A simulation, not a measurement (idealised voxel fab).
process module | voxel gate over fins
Pictured: cross-section cut, 255 nm wide, on a grid of 5 nm square cells.
We lay out every cross-section as a grid of square cells and spell it out in bands from the top down, where one band means one or more rows of cells. In this notation a band is specified by the heights of its top and bottom, in that order and in nm, after which its materials appear from left to right, each paired with its width in nm. The word "edge to edge" attached to a single material means that material fills the band from edge to edge; the word "empty" stands for empty space. Ref level 0: as-received wafer is one material below here. Bottom band extends down with no lower bound ("from 0 down"). Read "30..40" as a graded width: first number on top, second number at the bottom, same change between each pair of neighbouring rows. Where a step carries "no change occurred", the cross-section came out of it unchanged, cell for cell. In "Catalogued sealed voids" the enclosed voids are listed, meaning empty spaces of 8 cells or larger without any opening to the top. The form is width x height at distance, distance from the left edge, units nm. Past the settings on a step's line: simulator remark, on that step. On any step carrying a mask, the "overlay nm" setting, if present on the step's line, tells how far right of its planned place the mask lay; negative values point to the left.
Below is the list of planned process steps:
| 1 | RECEIVE: material Si |
| 2 | CONFORMAL_DEP: material SiN, thk nm 5 |
| 3 | MASKED_ETCH: tone cover, mask id FINS, width nm 15, pitch nm 50, etch materials SiN, depth nm 5, overlay nm 0 |
| 4 | MASKED_ETCH: tone cover, mask id FINS, width nm 15, pitch nm 50, etch materials Si, depth nm 30, overlay nm 0 |
| 5 | FILL_DEP: material SiO2, thk nm 10 |
| 6 | CMP: height nm 5 |
| 7 | MASKED_ETCH: tone open, mask id RAIL, width nm 15, etch materials SiO2, depth nm 30, overlay nm 0 |
| 8 | CONFORMAL_DEP: material TiN, thk nm 5 |
| 9 | FILL_DEP: material Ru, thk nm 5 |
| 10 | CMP: height nm 5 |
| 11 | SELECTIVE_ETCH: etch materials W Ru TiN, depth nm 20 |
| 12 | FILL_DEP: material SiO2, thk nm 5 |
| 13 | CMP: height nm 5 |
| 14 | SELECTIVE_ETCH: etch materials SiO2, depth nm 15 |
| 15 | STRIP: etch materials SiN |
| 16 | CONFORMAL_DEP: material HfO2, thk nm 5 |
| 17 | CONFORMAL_DEP: material TiN, thk nm 5 |
| 18 | CONFORMAL_DEP: material TiAl, thk nm 5 |
| 19 | CONFORMAL_DEP: material TiN, thk nm 5 |
| 20 | FILL_DEP: material W, thk nm 10 |
| 21 | CMP: height nm 25 |
| 22 | CONFORMAL_DEP: material SiCN, thk nm 5 |
Shown in cross-section is the wafer as received, that is, as it stands after step 1:
	from 0 down = Si edge to edge
	Catalogued sealed voids: none
Below is the wafer in cross-section after the module was completed. It began from the starting point shown above and followed the plan shown above, except that one mistake was made while running it:
	from 30 to 25 = SiCN edge to edge
	from 25 to 20 = W edge to edge
	from 20 to 15 = W (50); TiN (155); W (50)
	from 15 to 10 = W (50); TiN (5); TiAl (45); TiN (5); TiAl (45); TiN (5); TiAl (45); TiN (5); W (50)
	from 10 to 5 = TiN (55); TiAl (5); TiN (35); TiAl (5); TiN (5); TiAl (5); TiN (35); TiAl (5); TiN (5); TiAl (5); TiN (35); TiAl (5); TiN (55)
	from 5 to 0 = TiAl (60); TiN (5); HfO2 (25); TiN (5); TiAl (15); TiN (5); HfO2 (25); TiN (5); TiAl (15); TiN (5); HfO2 (25); TiN (5); TiAl (60)
	from 0 to -5 = TiN (65); HfO2 (5); Si (15); HfO2 (5); TiN (25); HfO2 (5); Si (15); HfO2 (5); TiN (25); HfO2 (5); Si (15); HfO2 (5); TiN (65)
	from -5 to -10 = HfO2 (70); Si (15); HfO2 (35); Si (15); HfO2 (35); Si (15); HfO2 (70)
	from -10 to -15 = SiO2 (70); Si (15); SiO2 (35); Si (15); SiO2 (35); Si (15); SiO2 (70)
	from -15 to -20 = Ru (65); TiN (5); Si (15); TiN (10); SiO2 (15); TiN (10); Si (15); TiN (5); Ru (25); TiN (5); Si (15); TiN (5); Ru (65)
	from -20 to -25 = TiN (70); Si (15); TiN (10); SiO2 (15); TiN (10); Si (15); TiN (35); Si (15); TiN (70)
	from -25 to -30 = SiO2 (70); Si (15); SiO2 (35); Si (15); SiO2 (35); Si (15); SiO2 (70)
	from -30 down = Si edge to edge
	Catalogued sealed voids: none
So what did we get wrong on this run? step 7 was processed under conditions differing from the plan, specifically as MASKED_ETCH: tone cover, mask id RAIL, width nm 15, etch materials SiO2, depth nm 30, overlay nm 0
